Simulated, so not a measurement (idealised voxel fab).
Documented hereafter: the process module known as voxel capacitor over wiring.
The cross-section on display is named cut; it measures 200 nm wide, and its cells are 5 nm squares.
Heads up, the way a cross-section reads in here is a grid of square cells, handed over as bands from the top down, with every band being one or more rows of cells. What a band's entry tells you: where the top is and where the bottom is, as heights in nm, and after that what lies inside, material by material from left to right, each with its width in nm. Empty space is written as the word "air", and a single material marked with the word "full width" occupies the band from edge to edge. Convention: height 0 is the level below which the wafer, as received, is all one material. The lowest band does not terminate at the bottom but continues downward, represented as "z 0 and below". When a width is written as two numbers, as in "30->40", the first number is the width in the top row of cells of the band and the second is the width in its bottom row, and the width changes by the same amount from each row to the next. Key: "nothing got changed" - step with no changed cell in the cross-section. In the "Unvented cavities" entry, you get each enclosed empty space of 8 cells or more, one with no open way to the top, written width x height at distance, distance from the left edge, in nm. On each step's line, the part that comes after the settings is the simulator's own comment on the step. The line of a step may include "overlay nm". On a step with a mask, this value is how far to the right of its planned place the mask lay. A negative value means the mask lay to the left.

SET OUT BELOW ARE THE PLANNED STEPS OF THE PROCESS
1) RECEIVE with material Si
2) CONFORMAL_DEP with material SiO2, thk nm 15
3) DIRECTIONAL_DEP with material TiN, thk nm 5
4) DIRECTIONAL_DEP with material Ru, thk nm 25
5) PATTERN with tone cover, mask id METAL_1, material resist, width nm 25, pitch nm 85, thk nm 20, overlay nm 0
6) DIRECTIONAL_ETCH with etch materials Ru, depth nm 25
7) DIRECTIONAL_ETCH with etch materials TiN, depth nm 5
8) STRIP with etch materials resist
9) FILL_DEP with material SiO2, thk nm 10
10) CMP with height nm 45
11) CONFORMAL_DEP with material SiCN, thk nm 5
12) DIRECTIONAL_DEP with material lowk, thk nm 20
13) MASKED_ETCH with tone open, mask id PLUG_1, width nm 15, etch materials lowk, depth nm 20, overlay nm 0
14) MASKED_ETCH with tone open, mask id PLUG_1, width nm 15, etch materials SiCN, depth nm 5, overlay nm 0
15) EPI with material Ru, thk nm 10
16) EPI with material Ru, thk nm 10
17) EPI with material Ru, thk nm 5
18) DIRECTIONAL_DEP with material TiN, thk nm 10
19) DIRECTIONAL_DEP with material HfO2, thk nm 5
20) DIRECTIONAL_DEP with material TiN, thk nm 10
21) DIRECTIONAL_DEP with material aC, thk nm 10
22) PATTERN with tone cover, mask id UPPER_PLATE, material resist, width nm 65, thk nm 30, overlay nm 0
23) DIRECTIONAL_ETCH with etch materials aC, depth nm 10
24) STRIP with etch materials resist
25) DIRECTIONAL_ETCH with etch materials TiN, depth nm 10
26) DIRECTIONAL_ETCH with etch materials HfO2, depth nm 5
27) STRIP with etch materials aC
28) DIRECTIONAL_DEP with material aC, thk nm 15
29) PATTERN with tone cover, mask id LOWER_PLATE, material resist, width nm 75, thk nm 35, overlay nm 0
30) DIRECTIONAL_ETCH with etch materials aC, depth nm 15
31) STRIP with etch materials resist
32) DIRECTIONAL_ETCH with etch materials TiN, depth nm 10
33) STRIP with etch materials aC
34) FILL_DEP with material SiO2, thk nm 20
35) CMP with height nm 110
36) PATTERN with tone open, mask id PLUG_2, material resist, width nm 15, thk nm 15, overlay nm 0
37) DIRECTIONAL_ETCH with etch materials SiO2, depth nm 15
38) STRIP with etch materials resist
39) CONFORMAL_DEP with material TiN, thk nm 5
40) FILL_DEP with material Ru, thk nm 10
41) CMP with height nm 110
42) CONFORMAL_DEP with material SiN, thk nm 5

SHOWN IN CROSS-SECTION IS THE WAFER AS RECEIVED, THAT IS, AS IT STANDS AFTER STEP 1
* z 0 and below: Si full width
* Unvented cavities: none

CROSS-SECTIONAL VIEW OF THE FIRST OF THE TWO WAFERS UPON COMPLETION OF THE MODULE, PROCESSED IN ACCORDANCE WITH THE PLAN
* z 115 to 110: SiN full width
* z 110 to 100: SiO2 65 nm, then TiN 5 nm, then Ru 5 nm, then TiN 5 nm, then SiO2 120 nm
* z 100 to 95: SiO2 65 nm, then TiN 15 nm, then SiO2 120 nm
* z 95 to 85: SiO2 55 nm, then TiN 65 nm, then SiO2 80 nm
* z 85 to 80: SiO2 55 nm, then HfO2 65 nm, then SiO2 80 nm
* z 80 to 70: SiO2 50 nm, then TiN 75 nm, then SiO2 75 nm
* z 70 to 50: lowk 55 nm, then Ru 15 nm, then lowk 130 nm
* z 50 to 45: SiCN 55 nm, then Ru 15 nm, then SiCN 130 nm
* z 45 to 20: SiO2 45 nm, then Ru 25 nm, then SiO2 60 nm, then Ru 25 nm, then SiO2 45 nm
* z 20 to 15: SiO2 45 nm, then TiN 25 nm, then SiO2 60 nm, then TiN 25 nm, then SiO2 45 nm
* z 15 to 0: SiO2 full width
* z 0 and below: Si full width
* Unvented cavities: none

CROSS-SECTION AT END OF MODULE FOR THE SECOND WAFER OF TWO, WHICH MATCHED THE FIRST IN STARTING POINT AND PLAN AND DIFFERED BY ONE MISTAKE IN ITS PROCESSING
* z 115 to 110: SiN full width
* z 110 to 100: SiO2 75 nm, then TiN 5 nm, then Ru 5 nm, then TiN 5 nm, then SiO2 110 nm
* z 100 to 95: SiO2 75 nm, then TiN 15 nm, then SiO2 110 nm
* z 95 to 85: SiO2 55 nm, then TiN 65 nm, then SiO2 80 nm
* z 85 to 80: SiO2 55 nm, then HfO2 65 nm, then SiO2 80 nm
* z 80 to 70: SiO2 50 nm, then TiN 75 nm, then SiO2 75 nm
* z 70 to 50: lowk 55 nm, then Ru 15 nm, then lowk 130 nm
* z 50 to 45: SiCN 55 nm, then Ru 15 nm, then SiCN 130 nm
* z 45 to 20: SiO2 45 nm, then Ru 25 nm, then SiO2 60 nm, then Ru 25 nm, then SiO2 45 nm
* z 20 to 15: SiO2 45 nm, then TiN 25 nm, then SiO2 60 nm, then TiN 25 nm, then SiO2 45 nm
* z 15 to 0: SiO2 full width
* z 0 and below: Si full width
* Unvented cavities: none
What went wrong in running the wafer? step 36 did not happen as planned, as run it was PATTERN with tone open, mask id PLUG_2, material resist, width nm 15, thk nm 15, overlay nm 10
End check, second vs first wafer: material counts in cells match, positions do not.
